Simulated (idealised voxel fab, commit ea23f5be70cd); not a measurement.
process module | voxel capacitor over wiring
cross-section cut | 265 nm wide | cells 5 nm
A cross-section is a grid of square cells, given in bands from the top down. A band is one or more rows of cells.
Each band's line starts with the height of the band's top and of its bottom, in nm. Then come its materials from left to right, each with its width in nm. One material with "throughout" fills the band from edge to edge. "air" is empty space.
Height 0 is the level under which the wafer as received is all one material. The lowest band goes on downwards, as in "0 down".
A width such as "30 to 40" changes by the same amount from each row of cells to the next, from the band's top row to its bottom row.
"no change" after a step means that no cell of the cross-section changed.
closed voids: empty space of 8 cells or more with no open way to the top, each as width x height at its distance from the left edge, in nm
after a step's settings: what the simulator itself notes on the step
overlay nm, on a step with a mask: how far to the right of its planned place the mask lay; to the left if negative
plan
1 op RECEIVE | material Si
2 op CONFORMAL_DEP | material SiO2 | thk nm 15
3 op DIRECTIONAL_DEP | material TiN | thk nm 5
4 op DIRECTIONAL_DEP | material W | thk nm 15
5 op PATTERN | tone cover | mask id METAL_1 | material resist | width nm 25 | pitch nm 80 | thk nm 15 | overlay nm 0
6 op DIRECTIONAL_ETCH | etch materials W | depth nm 15
7 op DIRECTIONAL_ETCH | etch materials TiN | depth nm 5
8 op STRIP | etch materials resist
9 op CONFORMAL_DEP | material SiCN | thk nm 5
10 op FILL_DEP | material lowk | thk nm 5
11 op CMP | height nm 35
12 op CONFORMAL_DEP | material SiCN | thk nm 5
13 op DIRECTIONAL_DEP | material lowk | thk nm 20
14 op PATTERN | tone open | mask id PLUG_1 | material resist | width nm 15 | thk nm 15 | overlay nm 0
15 op DIRECTIONAL_ETCH | etch materials lowk | depth nm 20
16 op DIRECTIONAL_ETCH | etch materials SiCN | depth nm 5
17 op STRIP | etch materials resist
18 op CONFORMAL_DEP | material TiN | thk nm 5
19 op FILL_DEP | material W | thk nm 5
20 op CMP | height nm 60
21 op DIRECTIONAL_DEP | material TiN | thk nm 5
22 op DIRECTIONAL_DEP | material HfO2 | thk nm 5
23 op DIRECTIONAL_DEP | material TiN | thk nm 5
24 op PATTERN | tone cover | mask id UPPER_PLATE | material resist | width nm 60 | thk nm 15 | overlay nm 0
25 op DIRECTIONAL_ETCH | etch materials TiN | depth nm 5
26 op DIRECTIONAL_ETCH | etch materials HfO2 | depth nm 5
27 op STRIP | etch materials resist
28 op PATTERN | tone cover | mask id LOWER_PLATE | material resist | width nm 70 | thk nm 15 | overlay nm 0
29 op DIRECTIONAL_ETCH | etch materials TiN | depth nm 5
30 op STRIP | etch materials resist
31 op FILL_DEP | material SiO2 | thk nm 15
32 op CMP | height nm 85
33 op DIRECTIONAL_DEP | material aC | thk nm 10
34 op PATTERN | tone open | mask id PLUG_2 | material resist | width nm 15 | thk nm 30 | overlay nm 0
35 op DIRECTIONAL_ETCH | etch materials aC | depth nm 10
36 op STRIP | etch materials resist
37 op DIRECTIONAL_ETCH | etch materials SiO2 | depth nm 10
38 op STRIP | etch materials aC
39 op CONFORMAL_DEP | material TiN | thk nm 5
40 op FILL_DEP | material Ru | thk nm 10
41 op CMP | height nm 85
42 op CONFORMAL_DEP | material SiCN | thk nm 5
first wafer, as planned
as received, after step 1
  0 down: Si throughout
  closed voids: none
after step 2
  15 to 0: SiO2 throughout
  below 0: unchanged
after step 3
  20 to 15: TiN throughout
  below 15: unchanged
after step 4
  35 to 20: W throughout
  below 20: unchanged
after step 5
  50 to 35: air 80 | resist 25 | air 55 | resist 25 | air 80
  below 35: unchanged
after step 6
  50 to 35: air 80 | resist 25 | air 55 | resist 25 | air 80
  35 to 20: air 80 | W 25 | air 55 | W 25 | air 80
  below 20: unchanged
after step 7
  50 to 35: air 80 | resist 25 | air 55 | resist 25 | air 80
  35 to 20: air 80 | W 25 | air 55 | W 25 | air 80
  20 to 15: air 80 | TiN 25 | air 55 | TiN 25 | air 80
  below 15: unchanged
after step 8
  35 to 20: air 80 | W 25 | air 55 | W 25 | air 80
  below 20: unchanged
after step 9
  40 to 35: air 75 | SiCN 35 | air 45 | SiCN 35 | air 75
  35 to 20: air 75 | SiCN 5 | W 25 | SiCN 5 | air 45 | SiCN 5 | W 25 | SiCN 5 | air 75
  20 to 15: SiCN 80 | TiN 25 | SiCN 55 | TiN 25 | SiCN 80
  below 15: unchanged
after step 10
  45 to 40: lowk throughout
  40 to 35: lowk 75 | SiCN 35 | lowk 45 | SiCN 35 | lowk 75
  35 to 20: lowk 75 | SiCN 5 | W 25 | SiCN 5 | lowk 45 | SiCN 5 | W 25 | SiCN 5 | lowk 75
  below 20: unchanged
after step 11
  35 to 20: lowk 75 | SiCN 5 | W 25 | SiCN 5 | lowk 45 | SiCN 5 | W 25 | SiCN 5 | lowk 75
  below 20: unchanged
after step 12
  40 to 35: SiCN throughout
  below 35: unchanged
after step 13
  60 to 40: lowk throughout
  below 40: unchanged
after step 14
  75 to 60: resist 90 | air 15 | resist 160
  below 60: unchanged
after step 15
  75 to 60: resist 90 | air 15 | resist 160
  60 to 40: lowk 90 | air 15 | lowk 160
  below 40: unchanged
after step 16
  75 to 60: resist 90 | air 15 | resist 160
  60 to 40: lowk 90 | air 15 | lowk 160
  40 to 35: SiCN 90 | air 15 | SiCN 160
  below 35: unchanged
after step 17
  60 to 40: lowk 90 | air 15 | lowk 160
  below 40: unchanged
after step 18
  65 to 60: TiN 95 | air 5 | TiN 165
  60 to 40: lowk 90 | TiN 5 | air 5 | TiN 5 | lowk 160
  40 to 35: SiCN 90 | TiN 15 | SiCN 160
  below 35: unchanged
after step 19
  70 to 65: W throughout
  65 to 60: TiN 95 | W 5 | TiN 165
  60 to 40: lowk 90 | TiN 5 | W 5 | TiN 5 | lowk 160
  below 40: unchanged
after step 20
  60 to 40: lowk 90 | TiN 5 | W 5 | TiN 5 | lowk 160
  below 40: unchanged
after step 21
  65 to 60: TiN throughout
  below 60: unchanged
after step 22
  70 to 65: HfO2 throughout
  below 65: unchanged
after step 23
  75 to 70: TiN throughout
  below 70: unchanged
after step 24
  90 to 75: air 90 | resist 60 | air 115
  below 75: unchanged
after step 25
  90 to 75: air 90 | resist 60 | air 115
  75 to 70: air 90 | TiN 60 | air 115
  below 70: unchanged
after step 26
  90 to 75: air 90 | resist 60 | air 115
  75 to 70: air 90 | TiN 60 | air 115
  70 to 65: air 90 | HfO2 60 | air 115
  below 65: unchanged
after step 27
  75 to 70: air 90 | TiN 60 | air 115
  below 70: unchanged
after step 28
  90 to 75: air 85 | resist 70 | air 110
  75 to 70: air 85 | resist 5 | TiN 60 | resist 5 | air 110
  70 to 65: air 85 | resist 5 | HfO2 60 | resist 5 | air 110
  below 65: unchanged
after step 29
  90 to 75: air 85 | resist 70 | air 110
  75 to 70: air 85 | resist 5 | TiN 60 | resist 5 | air 110
  70 to 65: air 85 | resist 5 | HfO2 60 | resist 5 | air 110
  65 to 60: air 85 | TiN 70 | air 110
  below 60: unchanged
after step 30
  75 to 70: air 90 | TiN 60 | air 115
  70 to 65: air 90 | HfO2 60 | air 115
  below 65: unchanged
after step 31
  90 to 75: SiO2 throughout
  75 to 70: SiO2 90 | TiN 60 | SiO2 115
  70 to 65: SiO2 90 | HfO2 60 | SiO2 115
  65 to 60: SiO2 85 | TiN 70 | SiO2 110
  below 60: unchanged
after step 32
  85 to 75: SiO2 throughout
  below 75: unchanged
after step 33
  95 to 85: aC throughout
  below 85: unchanged
after step 34
  125 to 95: resist 100 | air 15 | resist 150
  below 95: unchanged
after step 35
  115 to 95: resist 100 | air 15 | resist 150
  95 to 85: aC 100 | air 15 | aC 150
  below 85: unchanged
after step 36
  95 to 85: aC 100 | air 15 | aC 150
  below 85: unchanged
after step 37
  95 to 85: aC 100 | air 15 | aC 150
  85 to 75: SiO2 100 | air 15 | SiO2 150
  below 75: unchanged
after step 38
  85 to 75: SiO2 100 | air 15 | SiO2 150
  below 75: unchanged
after step 39
  90 to 85: TiN 105 | air 5 | TiN 155
  85 to 80: SiO2 100 | TiN 5 | air 5 | TiN 5 | SiO2 150
  80 to 70: SiO2 100 to 90 | TiN 15 to 60 | SiO2 150 to 115
  below 70: unchanged
after step 40
  100 to 90: Ru throughout
  90 to 85: TiN 105 | Ru 5 | TiN 155
  85 to 80: SiO2 100 | TiN 5 | Ru 5 | TiN 5 | SiO2 150
  below 80: unchanged
after step 41
  85 to 80: SiO2 100 | TiN 5 | Ru 5 | TiN 5 | SiO2 150
  below 80: unchanged
after step 42
  90 to 85: SiCN throughout
  below 85: unchanged
second wafer: like start, like plan, one mistake. Through step 27 it matches the first wafer
when step 28 should have ended
  90 to 75: resist 85 | air 70 | resist 110
  75 to 70: resist 85 | air 5 | TiN 60 | air 5 | resist 110
  70 to 65: resist 85 | air 5 | HfO2 60 | air 5 | resist 110
  below 65: unchanged
when step 29 should have ended
  90 to 70: resist 85 | air 70 | resist 110
  70 to 65: resist 85 | air 5 | HfO2 60 | air 5 | resist 110
  65 to 60: TiN 85 | air 5 | TiN 60 | air 5 | TiN 110
  below 60: unchanged
when step 30 should have ended
  70 to 65: air 90 | HfO2 60 | air 115
  below 65: unchanged
when step 31 should have ended
  85 to 70: SiO2 throughout
  70 to 65: SiO2 90 | HfO2 60 | SiO2 115
  65 to 60: TiN 85 | SiO2 5 | TiN 60 | SiO2 5 | TiN 110
  below 60: unchanged
when step 32 should have ended: no change
when step 33 should have ended
  95 to 85: aC throughout
  below 85: unchanged
when step 34 should have ended
  125 to 95: resist 100 | air 15 | resist 150
  below 95: unchanged
when step 35 should have ended
  115 to 95: resist 100 | air 15 | resist 150
  95 to 85: aC 100 | air 15 | aC 150
  below 85: unchanged
when step 36 should have ended
  95 to 85: aC 100 | air 15 | aC 150
  below 85: unchanged
when step 37 should have ended
  95 to 85: aC 100 | air 15 | aC 150
  85 to 75: SiO2 100 | air 15 | SiO2 150
  below 75: unchanged
when step 38 should have ended
  85 to 75: SiO2 100 | air 15 | SiO2 150
  below 75: unchanged
when step 39 should have ended
  90 to 85: TiN 105 | air 5 | TiN 155
  85 to 80: SiO2 100 | TiN 5 | air 5 | TiN 5 | SiO2 150
  80 to 75: SiO2 100 | TiN 15 | SiO2 150
  below 75: unchanged
when step 40 should have ended
  100 to 90: Ru throughout
  90 to 85: TiN 105 | Ru 5 | TiN 155
  85 to 80: SiO2 100 | TiN 5 | Ru 5 | TiN 5 | SiO2 150
  below 80: unchanged
when step 41 should have ended
  85 to 80: SiO2 100 | TiN 5 | Ru 5 | TiN 5 | SiO2 150
  below 80: unchanged
when step 42 should have ended
  90 to 85: SiCN throughout
  below 85: unchanged
what went wrong: step 28 ran as: op PATTERN | tone open | mask id LOWER_PLATE | material resist | width nm 70 | thk nm 15 | overlay nm 0
at the end the second wafer has, in cells: 25 fewer of SiO2 | 25 more of TiN
